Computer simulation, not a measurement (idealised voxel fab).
Herein follows the process module entitled voxel self aligned vias.
We display cut, a cross-section 170 nm in width whose square cells are each 5 nm.
Cross-section = grid of square cells, listed top down in bands; band = one or more rows.
Per band: top height and bottom height in nm, followed by the left-to-right materials and their widths in nm; "everywhere" marks a single material spanning edge to edge, "blank" marks empty space.
Zero point of the height axis is 0; under it, received wafer = one material. Lowest band: continues down indefinitely, "top 0, no bottom".
Quick explanation for "30->40": the width changes in equal steps down the rows of cells, from the first number in the band's top row to the second number in its bottom row.
"identical to before" means the step left every cell of the cross-section as it was.
You'll see "Sealed internal cavities" listing empty spaces that have no way open to the top, as long as they're 8 cells or more; the notation is width x height at distance, where the distance is from the left edge, and all of it is in nm.
Anything after a step's settings on that line? It's the simulator's own note about the step.
The line of a step may include "overlay nm". On a step with a mask, this value is how far to the right of its planned place the mask lay. A negative value means the mask lay to the left.

Process steps (planned)
1 RECEIVE, material Si
2 CONFORMAL_DEP, material SiO2, thk nm 15
3 CONFORMAL_DEP, material SiCN, thk nm 5
4 DIRECTIONAL_DEP, material lowk, thk nm 20
5 PATTERN, tone open, mask id LINES, material resist, width nm 20, pitch nm 50, thk nm 20, overlay nm 0
6 DIRECTIONAL_ETCH, etch materials lowk, depth nm 20
7 STRIP, etch materials resist
8 CONFORMAL_DEP, material TiN, thk nm 5
9 FILL_DEP, material Ru, thk nm 5
10 CMP, height nm 40
11 SELECTIVE_ETCH, etch materials W Ru TiN, depth nm 5
12 FILL_DEP, material SiN, thk nm 10
13 CMP, height nm 40
14 DIRECTIONAL_DEP, material lowk, thk nm 15
15 MASKED_ETCH, tone open, mask id VIAS, width nm 30, etch materials lowk, depth nm 15, overlay nm 0
16 MASKED_ETCH, tone open, mask id VIAS, width nm 30, etch materials SiN, depth nm 5, overlay nm 0
17 CONFORMAL_DEP, material TiN, thk nm 5
18 FILL_DEP, material Ru, thk nm 10
19 CMP, height nm 55
20 CONFORMAL_DEP, material SiN, thk nm 5

Cross-section, incoming material, after step 1
> top 0, no bottom = Si everywhere
> Sealed internal cavities: none

Look at the cross-section after the module: the wafer started out the way shown above and the plan was the one shown above, yet one mistake was made along the way
> top 60, bottom 55 = SiN everywhere
> top 55, bottom 45 = 45 lowk | 5 TiN | 20 Ru | 5 TiN | 95 lowk
> top 45, bottom 40 = 45 lowk | 30 TiN | 95 lowk
> top 40, bottom 35 = 45 SiN | 5 TiN | 20 lowk | 5 TiN | 25 SiN | 20 lowk | 50 SiN
> top 35, bottom 25 = 45 Ru | 5 TiN | 20 lowk | 5 TiN | 20 Ru | 5 TiN | 20 lowk | 5 TiN | 45 Ru
> top 25, bottom 20 = 50 TiN | 20 lowk | 30 TiN | 20 lowk | 50 TiN
> top 20, bottom 15 = SiCN everywhere
> top 15, bottom 0 = SiO2 everywhere
> top 0, no bottom = Si everywhere
> Sealed internal cavities: none
Nonconformance to the process plan: it should be noted that step 5 was executed with settings other than those planned, the operation and settings actually applied being PATTERN, tone cover, mask id LINES, material resist, width nm 20, pitch nm 50, thk nm 20, overlay nm 0
